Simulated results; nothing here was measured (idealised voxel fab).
Process module heading - voxel fin reveal
This is section cut - it's 170 nm across, gridded in 5 nm square cells.
A cross-section in this document is a grid of square cells, and it is written down as bands, the top band listed before the ones below it; a band is made up of one or more rows of cells.
It is stipulated that each band's entry specify, in nanometres, the height of the top of the band and then that of its bottom, followed by the materials of the band in left-to-right sequence, each together with its width in nanometres. A single material marked by the word "all across" is understood to fill the band from edge to edge; the word "empty" is understood to denote empty space.
Where do heights start? At 0: under that level the wafer as delivered is made of one material only. And the lowest band has no floor; it just carries on downward, as in "0 down".
When a width is written as two numbers, as in "30 to 40", the first number is the width in the top row of cells of the band and the second is the width in its bottom row, and the width changes by the same amount from each row to the next.
Given "remains unaltered" for a step, no cell of the cross-section differs between before and after that step.
Look at "Closed cavity list" for the closed voids: empty spaces with no open path to the top, sized 8 cells or up. Each is width x height at distance, distance from the left edge, all nm.
If you see something after the settings on a step's line, that's the simulator's own remark about that step.
"overlay nm" answers the question of how far to the right of plan the mask lay on a step that has a mask, and when it is negative the answer is to the left.
HERE'S WHAT THE PLANNED PROCESS STEPS LOOK LIKE
1: RECEIVE: material Si
2: CONFORMAL_DEP: material SiN, thk nm 5
3: PATTERN: tone cover, mask id FINS, material resist, width nm 15, pitch nm 40, thk nm 20, overlay nm 0
4: DIRECTIONAL_ETCH: etch materials SiN, depth nm 5
5: DIRECTIONAL_ETCH: etch materials Si, depth nm 35
6: STRIP: etch materials resist
7: FILL_DEP: material SiO2, thk nm 15
8: CMP: height nm 5
9: SELECTIVE_ETCH: etch materials SiO2, depth nm 20
10: STRIP: etch materials SiN
STEP 1 COMPLETE: CROSS-SECTION OF THE WAFER AS RECEIVED
* 0 down  Si all across
* Closed cavity list: none
CROSS-SECTION: FIRST OF TWO WAFERS, MODULE FINISHED, RUN ACCORDING TO PLAN
* 0 to -15  55 nm empty  15 nm Si  25 nm empty  15 nm Si  60 nm empty
* -15 to -35  55 nm SiO2  15 nm Si  25 nm SiO2  15 nm Si  60 nm SiO2
* -35 down  Si all across
* Closed cavity list: none
HERE IS THE SECOND OF THE TWO WAFERS CUT OPEN AT THE END OF THE MODULE - SAME START, SAME PLAN AS THE FIRST ONE, BUT WE MADE ONE MISTAKE RUNNING IT
* 0 to -15  55 nm empty  15 nm Si  25 nm empty  15 nm Si  60 nm empty
* -15 to -70  55 nm SiO2  15 nm Si  25 nm SiO2  15 nm Si  60 nm SiO2
* -70 down  Si all across
* Closed cavity list: none
Diagnosis: yeah, plan step 5 got run twice
Wafer comparison, final, in cells, second relative to first, materials more or fewer: Si: 196 fewer | SiO2: 196 more
